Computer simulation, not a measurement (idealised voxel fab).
The process module that follows is named voxel ribs on slabs.
FYI the section here is cut, 215 nm wide, cells are 5 nm squares.
We lay out every cross-section as a grid of square cells and spell it out in bands from the top down, where one band means one or more rows of cells. Quick guide to a band line: top height, bottom height (nm) up front; then every material left to right with its width in nm. Only one material and it's marked "everywhere"? Then it fills the band edge to edge. And "air" just means empty space. All heights in this document are referenced to 0, defined as the level beneath which the wafer, as received, consists entirely of one material. The lowest band is not bounded below; it extends indefinitely downward and is written in the form "z 0 and below". A width such as "30 to 40" changes by the same amount from each row of cells to the next, from the band's top row to its bottom row. It should be understood that the words "no alterations made", when stated for a given step, signify that the cross-section underwent no change in any of its cells during that step. Empty spaces counting at least 8 cells and having no open way to the top are listed in "Closed void table". The notation width x height at distance is used for each, the distance being from the left edge and all three values in nm. Past the settings on a step's line: simulator remark, on that step. overlay nm: mask right of planned place by this much (step with mask). Neg. = left.
### The process steps that were planned are listed below
step 1: RECEIVE (material Si)
step 2: DIRECTIONAL_DEP (material SiO2; thk nm 30)
step 3: DIRECTIONAL_DEP (material polySi; thk nm 25)
step 4: DIRECTIONAL_DEP (material aC; thk nm 15)
step 5: PATTERN (tone cover; mask id RIB; material resist; width nm 15; thk nm 35; overlay nm 0)
step 6: DIRECTIONAL_ETCH (etch materials aC; depth nm 15)
step 7: STRIP (etch materials resist)
step 8: DIRECTIONAL_ETCH (etch materials polySi; depth nm 20)
step 9: STRIP (etch materials aC)
step 10: DIRECTIONAL_DEP (material aC; thk nm 10)
step 11: PATTERN (tone cover; mask id SLAB; material resist; width nm 55; thk nm 30; overlay nm 0)
step 12: DIRECTIONAL_ETCH (etch materials aC; depth nm 10)
step 13: STRIP (etch materials resist)
step 14: DIRECTIONAL_ETCH (etch materials polySi; depth nm 5)
step 15: STRIP (etch materials aC)
step 16: FILL_DEP (material SiO2; thk nm 25)
step 17: CMP (height nm 70)
step 18: DIRECTIONAL_DEP (material W; thk nm 5)
step 19: MASKED_ETCH (tone cover; mask id HEATER; width nm 25; etch materials W; depth nm 5; overlay nm 0)
step 20: CONFORMAL_DEP (material SiN; thk nm 5)
### As received (post step 1): cross-section
* z 0 and below  Si everywhere
* Closed void table: none
### Below is the wafer in cross-section after the module was completed. It began from the starting point shown above and followed the plan shown above, except that one mistake was made while running it
* z 80 to 75  air=90 | SiN=35 | air=90
* z 75 to 70  SiN=95 | W=25 | SiN=95
* z 70 to 55  SiO2 everywhere
* z 55 to 35  SiO2=95 | polySi=15 | SiO2=105
* z 35 to 30  SiO2=80 | polySi=55 | SiO2=80
* z 30 to 0  SiO2 everywhere
* z 0 and below  Si everywhere
* Closed void table: none
Heads up, the wafer didn't run the way we planned it: step 5 ran differently from the plan; actual operation with settings: PATTERN (tone cover; mask id RIB; material resist; width nm 15; thk nm 35; overlay nm -5)
